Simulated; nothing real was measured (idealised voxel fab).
process module | voxel transistor to metal
cross-section cut | 205 nm wide | cells 5 nm
A cross-section is a grid of square cells, given in bands from the top down. A band is one or more rows of cells.
Each band's line starts with the height of the band's top and of its bottom, in nm. Then come its materials from left to right, each with its width in nm. One material with "throughout" fills the band from edge to edge. "air" is empty space.
Height 0 is the level under which the wafer as received is all one material. The lowest band goes on downwards, as in "0 down".
A width such as "30 to 40" changes by the same amount from each row of cells to the next, from the band's top row to its bottom row.
"no change" after a step means that no cell of the cross-section changed.
closed voids: empty space of 8 cells or more with no open way to the top, each as width x height at its distance from the left edge, in nm
after a step's settings: what the simulator itself notes on the step
overlay nm, on a step with a mask: how far to the right of its planned place the mask lay; to the left if negative
plan
1 op RECEIVE | material Si
2 op OXIDIZE | depth nm 5
3 op CONFORMAL_DEP | material SiN | thk nm 15
4 op DIRECTIONAL_DEP | material aC | thk nm 10
5 op PATTERN | tone cover | mask id ACTIVE | material resist | width nm 105 | thk nm 30 | overlay nm 0
6 op DIRECTIONAL_ETCH | etch materials aC | depth nm 10
7 op STRIP | etch materials resist
8 op DIRECTIONAL_ETCH | etch materials SiN | depth nm 15
9 op DIRECTIONAL_ETCH | etch materials SiO2 | depth nm 5
10 op DIRECTIONAL_ETCH | etch materials Si | depth nm 35
11 op STRIP | etch materials aC
12 op FILL_DEP | material SiO2 | thk nm 15
13 op CMP | height nm 15
14 op SELECTIVE_ETCH | etch materials SiO2 | depth nm 5
15 op STRIP | etch materials SiN
16 op SELECTIVE_ETCH | etch materials SiO2 | depth nm 5
17 op OXIDIZE | depth nm 5
18 op DIRECTIONAL_DEP | material polySi | thk nm 25
19 op DIRECTIONAL_DEP | material SiCN | thk nm 15
20 op MASKED_ETCH | tone cover | mask id GATE | width nm 25 | etch materials SiCN | depth nm 25 | overlay nm 0
21 op MASKED_ETCH | tone cover | mask id GATE | width nm 25 | etch materials polySi | depth nm 35 | overlay nm 0
22 op CONFORMAL_DEP | material SiN | thk nm 5
23 op DIRECTIONAL_ETCH | etch materials SiN | depth nm 5
24 op DIRECTIONAL_ETCH | etch materials SiO2 | depth nm 5
25 op EPI | material SiGe | thk nm 5
26 op FILL_DEP | material SiO2 | thk nm 5
27 op CMP | height nm 35
28 op DIRECTIONAL_DEP | material SiO2 | thk nm 10
29 op MASKED_ETCH | tone open | mask id CONTACT | width nm 30 | pitch nm 65 | etch materials SiO2 | depth nm 50 | overlay nm 0
30 op CONFORMAL_DEP | material TiN | thk nm 5
31 op FILL_DEP | material W | thk nm 5
32 op CMP | height nm 45
33 op DIRECTIONAL_DEP | material TiN | thk nm 5
34 op DIRECTIONAL_DEP | material W | thk nm 25
35 op MASKED_ETCH | tone cover | mask id METAL_1 | width nm 15 | pitch nm 80 | etch materials W | depth nm 25 | overlay nm 0
36 op MASKED_ETCH | tone cover | mask id METAL_1 | width nm 15 | pitch nm 80 | etch materials TiN | depth nm 5 | overlay nm 0
37 op FILL_DEP | material lowk | thk nm 5
38 op CMP | height nm 75
39 op CONFORMAL_DEP | material SiCN | thk nm 5
40 op DIRECTIONAL_DEP | material lowk | thk nm 25
41 op DIRECTIONAL_DEP | material aC | thk nm 15
42 op PATTERN | tone open | mask id METAL_2 | material resist | width nm 15 | pitch nm 80 | thk nm 30 | overlay nm -15
43 op DIRECTIONAL_ETCH | etch materials aC | depth nm 15
44 op STRIP | etch materials resist
45 op DIRECTIONAL_ETCH | etch materials lowk | depth nm 15
46 op STRIP | etch materials aC
47 op DIRECTIONAL_DEP | material aC | thk nm 10
48 op PATTERN | tone open | mask id METAL_2_HOLES | material resist | width nm 15 | pitch nm 80 | thk nm 30 | overlay nm 0
49 op DIRECTIONAL_ETCH | etch materials aC | depth nm 10
50 op STRIP | etch materials resist
51 op DIRECTIONAL_ETCH | etch materials lowk | depth nm 10
52 op DIRECTIONAL_ETCH | etch materials SiCN | depth nm 5
53 op STRIP | etch materials aC
54 op CONFORMAL_DEP | material TiN | thk nm 5
55 op FILL_DEP | material Cu | thk nm 5
56 op CMP | height nm 105
57 op CONFORMAL_DEP | material SiCN | thk nm 5
varied across the wafers: overlay nm of step 42. The plan shows the first wafer's value. All wafers start alike
first wafer as received, after step 1
  0 down: Si throughout
  closed voids: none
first wafer at the end, after step 57
  110 to 105: SiCN throughout
  105 to 95: lowk 40 | TiN 5 | Cu 20 to 5 | TiN 5 to 20 | lowk 50 | TiN 5 | Cu 20 to 5 | TiN 5 to 20 | lowk 55
  95 to 90: lowk 40 | TiN 15 | lowk 65 | TiN 15 | lowk 70
  90 to 80: lowk throughout
  80 to 75: SiCN throughout
  75 to 50: lowk 55 | W 15 | lowk 65 | W 15 | lowk 55
  50 to 45: lowk 55 | TiN 15 | lowk 65 | TiN 15 | lowk 55
  45 to 35: SiO2 55 | TiN 5 | W 20 | TiN 5 | SiO2 35 | TiN 5 | W 20 | TiN 5 | SiO2 55
  35 to 20: SiO2 55 | TiN 5 | W 20 | TiN 5 | SiN 5 | SiCN 25 | SiN 5 | TiN 5 | W 20 | TiN 5 | SiO2 55
  20 to 5: SiO2 55 | TiN 5 | W 20 | TiN 5 | SiN 5 | polySi 25 | SiN 5 | TiN 5 | W 20 | TiN 5 | SiO2 55
  5 to 0: SiO2 45 | SiN 5 | SiO2 5 | TiN 5 | W 20 | TiN 5 | SiN 5 | polySi 25 | SiN 5 | TiN 5 | W 20 | TiN 5 | SiO2 5 | SiN 5 | SiO2 45
  0 to -5: SiO2 45 | SiN 5 | SiO2 5 | TiN 30 | SiN 5 | polySi 25 | SiN 5 | TiN 30 | SiO2 5 | SiN 5 | SiO2 45
  -5 to -10: SiO2 50 | SiGe 35 | SiO2 35 | SiGe 35 | SiO2 50
  -10 to -40: SiO2 50 | Si 105 | SiO2 50
  -40 down: Si throughout
  closed voids: none
last wafer at the end
  110 to 105: SiCN throughout
  105 to 95: lowk 55 | TiN 5 to 20 | Cu 20 to 5 | TiN 5 | lowk 50 | TiN 5 to 20 | Cu 20 to 5 | TiN 5 | lowk 40
  95 to 90: lowk 70 | TiN 15 | lowk 65 | TiN 15 | lowk 40
  90 to 80: lowk throughout
  80 to 75: SiCN throughout
  75 to 50: lowk 55 | W 15 | lowk 65 | W 15 | lowk 55
  50 to 45: lowk 55 | TiN 15 | lowk 65 | TiN 15 | lowk 55
  45 to 35: SiO2 55 | TiN 5 | W 20 | TiN 5 | SiO2 35 | TiN 5 | W 20 | TiN 5 | SiO2 55
  35 to 20: SiO2 55 | TiN 5 | W 20 | TiN 5 | SiN 5 | SiCN 25 | SiN 5 | TiN 5 | W 20 | TiN 5 | SiO2 55
  20 to 5: SiO2 55 | TiN 5 | W 20 | TiN 5 | SiN 5 | polySi 25 | SiN 5 | TiN 5 | W 20 | TiN 5 | SiO2 55
  5 to 0: SiO2 45 | SiN 5 | SiO2 5 | TiN 5 | W 20 | TiN 5 | SiN 5 | polySi 25 | SiN 5 | TiN 5 | W 20 | TiN 5 | SiO2 5 | SiN 5 | SiO2 45
  0 to -5: SiO2 45 | SiN 5 | SiO2 5 | TiN 30 | SiN 5 | polySi 25 | SiN 5 | TiN 30 | SiO2 5 | SiN 5 | SiO2 45
  -5 to -10: SiO2 50 | SiGe 35 | SiO2 35 | SiGe 35 | SiO2 50
  -10 to -40: SiO2 50 | Si 105 | SiO2 50
  -40 down: Si throughout
  closed voids: none
each wafer at the end: cells of each material gained (+) or lost (-) since it was received, then its closed voids
overlay nm -15 | +10 Cu | -202 Si | +97 SiCN | +14 SiGe | +20 SiN | +377 SiO2 | +74 TiN | +102 W | +385 lowk | +25 polySi | closed voids: none
overlay nm -10 | +8 Cu | -202 Si | +95 SiCN | +14 SiGe | +20 SiN | +377 SiO2 | +78 TiN | +102 W | +385 lowk | +25 polySi | closed voids: none
overlay nm -5 | +6 Cu | -202 Si | +93 SiCN | +14 SiGe | +20 SiN | +377 SiO2 | +82 TiN | +102 W | +385 lowk | +25 polySi | closed voids: none
overlay nm 0 | +10 Cu | -202 Si | +91 SiCN | +14 SiGe | +20 SiN | +377 SiO2 | +80 TiN | +102 W | +385 lowk | +25 polySi | closed voids: none
overlay nm 5 | +6 Cu | -202 Si | +93 SiCN | +14 SiGe | +20 SiN | +377 SiO2 | +82 TiN | +102 W | +385 lowk | +25 polySi | closed voids: none
overlay nm 10 | +8 Cu | -202 Si | +95 SiCN | +14 SiGe | +20 SiN | +377 SiO2 | +78 TiN | +102 W | +385 lowk | +25 polySi | closed voids: none
overlay nm 15 | +10 Cu | -202 Si | +97 SiCN | +14 SiGe | +20 SiN | +377 SiO2 | +74 TiN | +102 W | +385 lowk | +25 polySi | closed voids: none
